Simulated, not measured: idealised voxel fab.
Name of the process module below: voxel self aligned vias
FYI the section here is cut, 270 nm wide, cells are 5 nm squares.
The cross-sections in this document take the form of a grid made of square cells. They are written out as bands, in order from top to bottom. Each band consists of one or more rows of cells. Top, bottom (nm), then materials left to right with widths (nm); lone material tagged "edge to edge" fills the whole band edge to edge; "empty" = empty space. It should be noted that heights are counted from 0, beneath which the wafer as supplied is of one material throughout, and that the lowest band possesses no lower boundary but continues downward, as written in "z 0 and below". Quick explanation for "30->40": the width changes in equal steps down the rows of cells, from the first number in the band's top row to the second number in its bottom row. Step note "no change" = no cross-section cell changed. Closed-off voids of 8+ cells (no open route to the top) go in "Unvented voids", written width x height at distance from the left edge, in nm. Anything after a step's settings on that line? It's the simulator's own note about the step. Steps that use a mask can have "overlay nm" on their line. It says how far the mask sat to the right of where it was meant to be. Negative means to the left.

Steps in the process plan
1 RECEIVE: material Si
2 CONFORMAL_DEP: material SiO2, thk nm 15
3 CONFORMAL_DEP: material SiCN, thk nm 5
4 DIRECTIONAL_DEP: material SiO2, thk nm 30
5 PATTERN: tone open, mask id LINES, material resist, width nm 25, pitch nm 50, thk nm 15, overlay nm 0
6 DIRECTIONAL_ETCH: etch materials SiO2, depth nm 30
7 STRIP: etch materials resist
8 CONFORMAL_DEP: material TiN, thk nm 5
9 FILL_DEP: material Ru, thk nm 10
10 CMP: height nm 50
11 SELECTIVE_ETCH: etch materials W Ru TiN, depth nm 5
12 FILL_DEP: material SiN, thk nm 5
13 CMP: height nm 50
14 DIRECTIONAL_DEP: material SiO2, thk nm 20
15 MASKED_ETCH: tone open, mask id VIAS, width nm 35, pitch nm 100, etch materials SiO2, depth nm 20, overlay nm 0
16 MASKED_ETCH: tone open, mask id VIAS, width nm 35, pitch nm 100, etch materials SiN, depth nm 5, overlay nm 0
17 CONFORMAL_DEP: material TiN, thk nm 5
18 FILL_DEP: material Cu, thk nm 5
19 CMP: height nm 70
20 CONFORMAL_DEP: material SiN, thk nm 5

The cross-section here shows the wafer as received, i.e. in its state after step 1
* z 0 and below | Si edge to edge
* Unvented voids: none

Run as planned - first of the two wafers cross-sectioned at the end of the module
* z 75 to 70 | SiN edge to edge
* z 70 to 55 | SiO2: 65 | TiN: 5 | Cu: 25 | TiN: 5 | SiO2: 65 | TiN: 5 | Cu: 25 | TiN: 5 | SiO2: 70
* z 55 to 50 | SiO2: 65 | TiN: 10 | Cu: 15 | TiN: 10 | SiO2: 65 | TiN: 10 | Cu: 15 | TiN: 10 | SiO2: 70
* z 50 to 45 | SiO2: 70 | TiN: 25 | SiO2: 25 | SiN: 25 | SiO2: 25 | TiN: 25 | SiO2: 75
* z 45 to 25 | SiO2: 70 | TiN: 5 | Ru: 15 | TiN: 5 | SiO2: 25 | TiN: 5 | Ru: 15 | TiN: 5 | SiO2: 25 | TiN: 5 | Ru: 15 | TiN: 5 | SiO2: 75
* z 25 to 20 | SiO2: 70 | TiN: 25 | SiO2: 25 | TiN: 25 | SiO2: 25 | TiN: 25 | SiO2: 75
* z 20 to 15 | SiCN edge to edge
* z 15 to 0 | SiO2 edge to edge
* z 0 and below | Si edge to edge
* Unvented voids: none

Here is the second of the two wafers cut open at the end of the module - same start, same plan as the first one, but we made one mistake running it
* z 75 to 70 | SiN edge to edge
* z 70 to 55 | SiO2: 75 | TiN: 5 | Cu: 25 | TiN: 5 | SiO2: 65 | TiN: 5 | Cu: 25 | TiN: 5 | SiO2: 60
* z 55 to 50 | SiO2: 75 | TiN: 5 | Cu: 10 | TiN: 20 | SiO2: 65 | TiN: 5 | Cu: 10 | TiN: 20 | SiO2: 60
* z 50 to 45 | SiO2: 70 | SiN: 5 | TiN: 20 | SiO2: 25 | SiN: 25 | SiO2: 25 | SiN: 5 | TiN: 20 | SiO2: 75
* z 45 to 25 | SiO2: 70 | TiN: 5 | Ru: 15 | TiN: 5 | SiO2: 25 | TiN: 5 | Ru: 15 | TiN: 5 | SiO2: 25 | TiN: 5 | Ru: 15 | TiN: 5 | SiO2: 75
* z 25 to 20 | SiO2: 70 | TiN: 25 | SiO2: 25 | TiN: 25 | SiO2: 25 | TiN: 25 | SiO2: 75
* z 20 to 15 | SiCN edge to edge
* z 15 to 0 | SiO2 edge to edge
* z 0 and below | Si edge to edge
* Unvented voids: none
What went wrong in running the wafer? step 15 did not use the planned setting and instead ran as MASKED_ETCH: tone open, mask id VIAS, width nm 35, pitch nm 100, etch materials SiO2, depth nm 20, overlay nm 10
Heads up, by the end the second wafer has more or fewer cells of some materials compared to the first: Cu -2; SiN +2
